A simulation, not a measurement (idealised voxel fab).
The name of this process module is voxel local oxidation.
245 nm wide, 5 nm square cells: that's cross-section cut.
A cross-section is a grid of square cells, given in bands from the top down. A band is one or more rows of cells. Within each band entry, the heights of the top and of the bottom of the band appear first, in that order and in nm; the materials of the band then follow from left to right, each with its corresponding width in nm. The designation "full width" on a single material indicates that it fills the band from edge to edge; the designation "empty" indicates empty space. Beneath 0, the wafer as received is one material, and that level is where height counting begins. The lowest band goes on downward without a bottom; it is written like "from 0 down". You'd read "30..40" like this: the band's top row of cells is as wide as the first number, its bottom row is as wide as the second, and going down, every row changes width by the same amount as the row before did. Reading "no modifications" for a step: not a cell of the cross-section changed in it. Look at "Trapped cavities" for the closed voids: empty spaces with no open path to the top, sized 8 cells or up. Each is width x height at distance, distance from the left edge, all nm. Heads up: the bit after the settings on a step's line is the simulator's remark on that step. When a step includes a mask, the "overlay nm" setting on its line states how far to the right of its planned place that mask lay, and negative values state how far to the left.
### Process steps (planned)
1 RECEIVE with material Si
2 OXIDIZE with depth nm 5
3 CONFORMAL_DEP with material SiN, thk nm 15
4 MASKED_ETCH with tone cover, mask id ACTIVE, width nm 125, etch materials SiN, depth nm 15, overlay nm -15
5 SELECTIVE_ETCH with etch materials SiO2, depth nm 5
6 OXIDIZE with depth nm 10
7 STRIP with etch materials SiN
Wafer-to-wafer difference: overlay nm, step 4. Common start. Plan = first wafer's value.
### Cross-section, first of several wafers, as delivered after step 1
    from 0 down | Si full width
    Trapped cavities: none
### Cross-section, first of several wafers, end of module, after last step 7
    from 0 to -5 | empty 50 nm  SiO2 115 nm  empty 80 nm
    from -5 to -15 | SiO2 60 nm  Si 95 nm  SiO2 90 nm
    from -15 down | Si full width
    Trapped cavities: none
### last wafer at the end
    from 0 to -5 | empty 80 nm  SiO2 115 nm  empty 50 nm
    from -5 to -15 | SiO2 90 nm  Si 95 nm  SiO2 60 nm
    from -15 down | Si full width
    Trapped cavities: none
### What follows is a table in which each wafer occupies a row; for the wafer as it stands at the close of the module, the row states, material by material, how many cells have been gained (+) or lost (-) since receipt, and then gives its closed voids
overlay nm -15 | -109 Si | +83 SiO2 | Trapped cavities: none
overlay nm -10 | -109 Si | +83 SiO2 | Trapped cavities: none
overlay nm -5 | -109 Si | +83 SiO2 | Trapped cavities: none
overlay nm 0 | -109 Si | +83 SiO2 | Trapped cavities: none
overlay nm 5 | -109 Si | +83 SiO2 | Trapped cavities: none
overlay nm 10 | -109 Si | +83 SiO2 | Trapped cavities: none
overlay nm 15 | -109 Si | +83 SiO2 | Trapped cavities: none
